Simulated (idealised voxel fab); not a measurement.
process module | voxel plated lines
cross-section cut | 260 nm wide | cells 5 nm
A cross-section is a grid of square cells, given in bands from the top down. A band is one or more rows of cells.
Each band's line starts with the height of the band's top and of its bottom, in nm. Then come its materials from left to right, each with its width in nm. One material with "throughout" fills the band from edge to edge. "air" is empty space.
Height 0 is the level under which the wafer as received is all one material. The lowest band goes on downwards, as in "0 down".
A width such as "30 to 40" changes by the same amount from each row of cells to the next, from the band's top row to its bottom row.
"no change" after a step means that no cell of the cross-section changed.
closed voids: empty space of 8 cells or more with no open way to the top, each as width x height at its distance from the left edge, in nm
after a step's settings: what the simulator itself notes on the step
overlay nm, on a step with a mask: how far to the right of its planned place the mask lay; to the left if negative
plan
1 op RECEIVE | material Si
2 op CONFORMAL_DEP | material SiO2 | thk nm 5
3 op DIRECTIONAL_DEP | material TiN | thk nm 5
4 op PATTERN | tone open | mask id LINES | material resist | width nm 30 | pitch nm 50 | thk nm 35 | overlay nm 0
5 op EPI | material Ru | thk nm 5
6 op EPI | material Ru | thk nm 10
7 op EPI | material Ru | thk nm 5
8 op STRIP | etch materials resist
9 op DIRECTIONAL_ETCH | etch materials TiN | depth nm 5
10 op CONFORMAL_DEP | material SiO2 | thk nm 10
as received, after step 1
  0 down: Si throughout
  closed voids: none
a wafer at the end: this start, this plan, one mistake
  30 to 10: air 40 | Ru 30 | air 20 | Ru 30 | air 20 | Ru 30 | air 20 | Ru 30 | air 40
  10 to 5: air 40 | TiN 30 | air 20 | TiN 30 | air 20 | TiN 30 | air 20 | TiN 30 | air 40
  5 to 0: SiO2 throughout
  0 down: Si throughout
  closed voids: none
what went wrong: step 10 was left out
